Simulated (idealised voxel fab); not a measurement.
process module | voxel capacitor over wiring
cross-section cut | 220 nm wide | cells 5 nm
A cross-section is a grid of square cells, given in bands from the top down. A band is one or more rows of cells.
Each band's line starts with the height of the band's top and of its bottom, in nm. Then come its materials from left to right, each with its width in nm. One material with "throughout" fills the band from edge to edge. "air" is empty space.
Height 0 is the level under which the wafer as received is all one material. The lowest band goes on downwards, as in "0 down".
A width such as "30 to 40" changes by the same amount from each row of cells to the next, from the band's top row to its bottom row.
"no change" after a step means that no cell of the cross-section changed.
closed voids: empty space of 8 cells or more with no open way to the top, each as width x height at its distance from the left edge, in nm
after a step's settings: what the simulator itself notes on the step
overlay nm, on a step with a mask: how far to the right of its planned place the mask lay; to the left if negative
plan
1 op RECEIVE | material Si
2 op CONFORMAL_DEP | material SiO2 | thk nm 10
3 op DIRECTIONAL_DEP | material TiN | thk nm 5
4 op DIRECTIONAL_DEP | material W | thk nm 20
5 op DIRECTIONAL_DEP | material aC | thk nm 10
6 op PATTERN | tone cover | mask id METAL_1 | material resist | width nm 20 | pitch nm 70 | thk nm 30 | overlay nm 0
7 op DIRECTIONAL_ETCH | etch materials aC | depth nm 10
8 op STRIP | etch materials resist
9 op DIRECTIONAL_ETCH | etch materials W | depth nm 20
10 op DIRECTIONAL_ETCH | etch materials TiN | depth nm 5
11 op STRIP | etch materials aC
12 op FILL_DEP | material SiO2 | thk nm 10
13 op CMP | height nm 35
14 op CONFORMAL_DEP | material SiCN | thk nm 5
15 op DIRECTIONAL_DEP | material SiO2 | thk nm 20
16 op PATTERN | tone open | mask id PLUG_1 | material resist | width nm 15 | thk nm 20 | overlay nm 0
17 op DIRECTIONAL_ETCH | etch materials SiO2 | depth nm 20
18 op DIRECTIONAL_ETCH | etch materials SiCN | depth nm 5
19 op STRIP | etch materials resist
20 op CONFORMAL_DEP | material TiN | thk nm 5
21 op FILL_DEP | material Cu | thk nm 5
22 op CMP | height nm 60
23 op DIRECTIONAL_DEP | material TiN | thk nm 10
24 op DIRECTIONAL_DEP | material HfO2 | thk nm 5
25 op DIRECTIONAL_DEP | material TiN | thk nm 5
26 op MASKED_ETCH | tone cover | mask id UPPER_PLATE | width nm 55 | etch materials TiN | depth nm 5 | overlay nm 0
27 op MASKED_ETCH | tone cover | mask id UPPER_PLATE | width nm 55 | etch materials HfO2 | depth nm 5 | overlay nm 0
28 op MASKED_ETCH | tone cover | mask id LOWER_PLATE | width nm 65 | etch materials TiN | depth nm 10 | overlay nm 0
29 op FILL_DEP | material SiO2 | thk nm 20
30 op CMP | height nm 95
31 op PATTERN | tone open | mask id PLUG_2 | material resist | width nm 15 | thk nm 15 | overlay nm 0
32 op DIRECTIONAL_ETCH | etch materials SiO2 | depth nm 15
33 op STRIP | etch materials resist
34 op CONFORMAL_DEP | material TiN | thk nm 5
35 op FILL_DEP | material Cu | thk nm 10
36 op CMP | height nm 95
37 op CONFORMAL_DEP | material SiN | thk nm 5
as received, after step 1
  0 down: Si throughout
  closed voids: none
a wafer at the end: this start, this plan, one mistake
  110 to 95: SiN throughout
  95 to 85: SiO2 80 | TiN 5 | Cu 5 | TiN 5 | SiO2 125
  85 to 75: SiO2 80 to 70 | TiN 15 to 55 | SiO2 125 to 95
  75 to 70: SiO2 70 | HfO2 55 | SiO2 95
  70 to 60: SiO2 65 | TiN 65 | SiO2 90
  60 to 40: SiO2 70 | TiN 5 | Cu 5 | TiN 5 | SiO2 135
  40 to 35: SiCN 70 | TiN 15 | SiCN 135
  35 to 15: SiO2 65 | W 20 | SiO2 50 | W 20 | SiO2 65
  15 to 10: SiO2 65 | TiN 20 | SiO2 50 | TiN 20 | SiO2 65
  10 to 0: SiO2 throughout
  0 down: Si throughout
  closed voids: none
what went wrong: step 37 ran as: op CONFORMAL_DEP | material SiN | thk nm 15
